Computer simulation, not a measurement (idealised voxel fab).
Process module heading - voxel self aligned vias
Section cut is 245 nm wide and gridded with 5 nm square cells.
Cross-section spec: square-cell grid; bands listed top down; each band is one or more rows. Band entry format. Leading values: height of top, height of bottom, nm. Remainder: materials in left-to-right order, each with its width in nm. Special words: "full width" on a single material, which then fills the band edge to edge; "air", empty space. Where do heights start? At 0: under that level the wafer as delivered is made of one material only. And the lowest band has no floor; it just carries on downward, as in "0..down". A width such as "30..40" changes by the same amount from each row of cells to the next, from the band's top row to its bottom row. Any step labelled "nothing was modified" changed none of the cells in the cross-section. "Catalogued sealed voids" enumerates empty spaces isolated from the top, with no open way to it, that contain at least 8 cells, giving each as width x height at distance from the left edge, all three in nm. Heads up: the bit after the settings on a step's line is the simulator's remark on that step. What "overlay nm" on a step's line means: if the step has a mask, that mask lay this far to the right of its planned place, or, when the value is negative, to the left.

[The steps planned for the process are as follows]
1: RECEIVE: material Si
2: CONFORMAL_DEP: material SiO2, thk nm 15
3: CONFORMAL_DEP: material SiCN, thk nm 5
4: DIRECTIONAL_DEP: material lowk, thk nm 20
5: DIRECTIONAL_DEP: material aC, thk nm 10
6: PATTERN: tone open, mask id LINES, material resist, width nm 30, pitch nm 70, thk nm 30, overlay nm 0
7: DIRECTIONAL_ETCH: etch materials aC, depth nm 10
8: STRIP: etch materials resist
9: DIRECTIONAL_ETCH: etch materials lowk, depth nm 20
10: STRIP: etch materials aC
11: CONFORMAL_DEP: material TiN, thk nm 5
12: FILL_DEP: material W, thk nm 10
13: CMP: height nm 40
14: SELECTIVE_ETCH: etch materials W Ru TiN, depth nm 10
15: FILL_DEP: material SiN, thk nm 10
16: CMP: height nm 40
17: DIRECTIONAL_DEP: material lowk, thk nm 20
18: PATTERN: tone open, mask id VIAS, material resist, width nm 40, pitch nm 70, thk nm 15, overlay nm 0
19: DIRECTIONAL_ETCH: etch materials lowk, depth nm 20
20: DIRECTIONAL_ETCH: etch materials SiN, depth nm 10
21: STRIP: etch materials resist
22: CONFORMAL_DEP: material TiN, thk nm 5
23: FILL_DEP: material Ru, thk nm 10
24: CMP: height nm 60
25: CONFORMAL_DEP: material SiCN, thk nm 5

[Cross-section, incoming material, after step 1]
0..down: Si full width
Catalogued sealed voids: none

[Look at the cross-section after the module: the wafer started out the way shown above and the plan was the one shown above, yet one mistake was made along the way]
65..60: SiCN full width
60..45: 30 lowk / 5 W / 30 Ru / 5 W / 30 lowk / 5 W / 30 Ru / 5 W / 30 lowk / 5 W / 30 Ru / 5 W / 35 lowk
45..35: 30..35 lowk / 10..5 W / 20 Ru / 10..5 W / 30..40 lowk / 10..5 W / 20 Ru / 10..5 W / 30..40 lowk / 10..5 W / 20 Ru / 10..5 W / 35..40 lowk
35..30: 35 lowk / 30 W / 40 lowk / 30 W / 40 lowk / 30 W / 40 lowk
30..25: 35 lowk / 5 TiN / 20 W / 5 TiN / 40 lowk / 5 TiN / 20 W / 5 TiN / 40 lowk / 5 TiN / 20 W / 5 TiN / 40 lowk
25..20: 35 lowk / 30 TiN / 40 lowk / 30 TiN / 40 lowk / 30 TiN / 40 lowk
20..15: SiCN full width
15..0: SiO2 full width
0..down: Si full width
Catalogued sealed voids: none
Plan not followed: step 22 deviated from plan and actually ran as CONFORMAL_DEP: material W, thk nm 5
